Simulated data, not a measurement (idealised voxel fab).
process module | voxel transistor to metal
cross-section cut | 210 nm wide | cells 5 nm
A cross-section is a grid of square cells, given in bands from the top down. A band is one or more rows of cells.
Each band's line starts with the height of the band's top and of its bottom, in nm. Then come its materials from left to right, each with its width in nm. One material with "throughout" fills the band from edge to edge. "air" is empty space.
Height 0 is the level under which the wafer as received is all one material. The lowest band goes on downwards, as in "0 down".
A width such as "30 to 40" changes by the same amount from each row of cells to the next, from the band's top row to its bottom row.
"no change" after a step means that no cell of the cross-section changed.
closed voids: empty space of 8 cells or more with no open way to the top, each as width x height at its distance from the left edge, in nm
after a step's settings: what the simulator itself notes on the step
overlay nm, on a step with a mask: how far to the right of its planned place the mask lay; to the left if negative
plan
1 op RECEIVE | material Si
2 op CONFORMAL_DEP | material SiO2 | thk nm 5
3 op CONFORMAL_DEP | material SiN | thk nm 15
4 op PATTERN | tone cover | mask id ACTIVE | material resist | width nm 115 | thk nm 15 | overlay nm 0
5 op DIRECTIONAL_ETCH | etch materials SiN | depth nm 15
6 op DIRECTIONAL_ETCH | etch materials SiO2 | depth nm 5
7 op DIRECTIONAL_ETCH | etch materials Si | depth nm 20
8 op STRIP | etch materials resist
9 op FILL_DEP | material SiO2 | thk nm 10
10 op CMP | height nm 20
11 op SELECTIVE_ETCH | etch materials SiO2 | depth nm 15
12 op STRIP | etch materials SiN
13 op SELECTIVE_ETCH | etch materials SiO2 | depth nm 5
14 op OXIDIZE | depth nm 5
15 op DIRECTIONAL_DEP | material polySi | thk nm 25
16 op DIRECTIONAL_DEP | material SiCN | thk nm 10
17 op PATTERN | tone cover | mask id GATE | material resist | width nm 25 | thk nm 20 | overlay nm 0
18 op DIRECTIONAL_ETCH | etch materials SiCN | depth nm 20
19 op DIRECTIONAL_ETCH | etch materials polySi | depth nm 35
20 op STRIP | etch materials resist
21 op CONFORMAL_DEP | material SiO2 | thk nm 5
22 op DIRECTIONAL_ETCH | etch materials SiO2 | depth nm 5
23 op CONFORMAL_DEP | material SiN | thk nm 10
24 op DIRECTIONAL_ETCH | etch materials SiN | depth nm 10
25 op DIRECTIONAL_ETCH | etch materials SiO2 | depth nm 5
26 op DIRECTIONAL_ETCH | etch materials Si | depth nm 15
27 op EPI | material pSi | thk nm 20
28 op FILL_DEP | material SiO2 | thk nm 10
29 op CMP | height nm 35
30 op DIRECTIONAL_DEP | material SiO2 | thk nm 15
31 op DIRECTIONAL_DEP | material aC | thk nm 15
32 op PATTERN | tone open | mask id CONTACT | material resist | width nm 30 | pitch nm 65 | thk nm 30 | overlay nm 0
33 op DIRECTIONAL_ETCH | etch materials aC | depth nm 15
34 op STRIP | etch materials resist
35 op DIRECTIONAL_ETCH | etch materials SiO2 | depth nm 35
36 op STRIP | etch materials aC
37 op CONFORMAL_DEP | material TiN | thk nm 5
38 op FILL_DEP | material W | thk nm 10
39 op CMP | height nm 50
40 op CONFORMAL_DEP | material SiCN | thk nm 5
41 op DIRECTIONAL_DEP | material lowk | thk nm 20
42 op DIRECTIONAL_DEP | material aC | thk nm 10
43 op PATTERN | tone open | mask id METAL_1 | material resist | width nm 15 | pitch nm 80 | thk nm 30 | overlay nm 0
44 op DIRECTIONAL_ETCH | etch materials aC | depth nm 10
45 op STRIP | etch materials resist
46 op DIRECTIONAL_ETCH | etch materials lowk | depth nm 20
47 op DIRECTIONAL_ETCH | etch materials SiCN | depth nm 5
48 op STRIP | etch materials aC
49 op CONFORMAL_DEP | material TiN | thk nm 5
50 op FILL_DEP | material W | thk nm 10
51 op CMP | height nm 75
52 op EPI | material Ru | thk nm 5
53 op FILL_DEP | material SiCN | thk nm 5
54 op DIRECTIONAL_DEP | material SiO2 | thk nm 30
55 op PATTERN | tone open | mask id METAL_2 | material resist | width nm 15 | pitch nm 80 | thk nm 20 | overlay nm 0
56 op DIRECTIONAL_ETCH | etch materials SiO2 | depth nm 20
57 op STRIP | etch materials resist
58 op MASKED_ETCH | tone open | mask id METAL_2_HOLES | width nm 15 | pitch nm 80 | etch materials SiO2 | depth nm 10 | overlay nm 0
59 op MASKED_ETCH | tone open | mask id METAL_2_HOLES | width nm 15 | pitch nm 80 | etch materials SiCN | depth nm 5 | overlay nm 0
60 op CONFORMAL_DEP | material TiN | thk nm 5
61 op FILL_DEP | material Cu | thk nm 10
62 op CMP | height nm 115
63 op CONFORMAL_DEP | material SiN | thk nm 5
as received, after step 1
  0 down: Si throughout
  closed voids: none
first wafer at the end, as planned
  120 to 115: SiN throughout
  115 to 85: SiO2 55 | TiN 5 | Cu 5 | TiN 5 | SiO2 65 | TiN 5 | Cu 5 | TiN 5 | SiO2 60
  85 to 80: SiCN 55 | TiN 15 | SiCN 65 | TiN 15 | SiCN 60
  80 to 75: SiCN 50 | Ru 25 | SiCN 55 | Ru 25 | SiCN 55
  75 to 55: lowk 55 | TiN 5 | W 5 | TiN 5 | lowk 65 | TiN 5 | W 5 | TiN 5 | lowk 60
  55 to 50: SiCN 55 | TiN 15 | SiCN 65 | TiN 15 | SiCN 60
  50 to 40: SiO2 55 | TiN 5 | W 20 | TiN 5 | SiO2 35 | TiN 5 | W 20 | TiN 5 | SiO2 60
  40 to 35: SiO2 55 | TiN 5 | W 10 | TiN 15 | SiO2 35 | TiN 15 | W 10 | TiN 5 | SiO2 60
  35 to 25: SiO2 55 | TiN 5 | W 10 | TiN 5 | SiN 10 | SiO2 5 | SiCN 25 | SiO2 5 | SiN 10 | TiN 5 | W 10 | TiN 5 | SiO2 60
  25 to 20: SiO2 55 | TiN 5 | W 10 | TiN 5 | SiN 10 | SiO2 5 | polySi 25 | SiO2 5 | SiN 10 | TiN 5 | W 10 | TiN 5 | SiO2 60
  20 to 15: SiO2 55 | TiN 20 | SiN 10 | SiO2 5 | polySi 25 | SiO2 5 | SiN 10 | TiN 20 | SiO2 60
  15 to 0: SiO2 55 | pSi 20 | SiN 10 | SiO2 5 | polySi 25 | SiO2 5 | SiN 10 | pSi 20 | SiO2 60
  0 to -5: SiO2 40 | pSi 35 | SiO2 55 | pSi 35 | SiO2 45
  -5 to -20: SiO2 45 | pSi 30 | Si 55 | pSi 30 | SiO2 50
  -20 down: Si throughout
  closed voids: none
second wafer at the end: like start, like plan, one mistake
  120 to 115: SiN throughout
  115 to 110: TiN 60 | Cu 5 | TiN 75 | Cu 5 | TiN 65
  110 to 85: SiO2 55 | TiN 5 | Cu 5 | TiN 5 | SiO2 65 | TiN 5 | Cu 5 | TiN 5 | SiO2 60
  85 to 80: SiCN 55 | TiN 15 | SiCN 65 | TiN 15 | SiCN 60
  80 to 75: SiCN 50 | Ru 25 | SiCN 55 | Ru 25 | SiCN 55
  75 to 55: lowk 55 | TiN 5 | W 5 | TiN 5 | lowk 65 | TiN 5 | W 5 | TiN 5 | lowk 60
  55 to 50: SiCN 55 | TiN 15 | SiCN 65 | TiN 15 | SiCN 60
  50 to 40: SiO2 55 | TiN 5 | W 20 | TiN 5 | SiO2 35 | TiN 5 | W 20 | TiN 5 | SiO2 60
  40 to 35: SiO2 55 | TiN 5 | W 10 | TiN 15 | SiO2 35 | TiN 15 | W 10 | TiN 5 | SiO2 60
  35 to 25: SiO2 55 | TiN 5 | W 10 | TiN 5 | SiN 10 | SiO2 5 | SiCN 25 | SiO2 5 | SiN 10 | TiN 5 | W 10 | TiN 5 | SiO2 60
  25 to 20: SiO2 55 | TiN 5 | W 10 | TiN 5 | SiN 10 | SiO2 5 | polySi 25 | SiO2 5 | SiN 10 | TiN 5 | W 10 | TiN 5 | SiO2 60
  20 to 15: SiO2 55 | TiN 20 | SiN 10 | SiO2 5 | polySi 25 | SiO2 5 | SiN 10 | TiN 20 | SiO2 60
  15 to 0: SiO2 55 | pSi 20 | SiN 10 | SiO2 5 | polySi 25 | SiO2 5 | SiN 10 | pSi 20 | SiO2 60
  0 to -5: SiO2 40 | pSi 35 | SiO2 55 | pSi 35 | SiO2 45
  -5 to -20: SiO2 45 | pSi 30 | Si 55 | pSi 30 | SiO2 50
  -20 down: Si throughout
  closed voids: none
what went wrong: step 54 ran as: op DIRECTIONAL_DEP | material SiO2 | thk nm 25
at the end the second wafer has, in cells: 36 fewer of SiO2 | 36 more of TiN
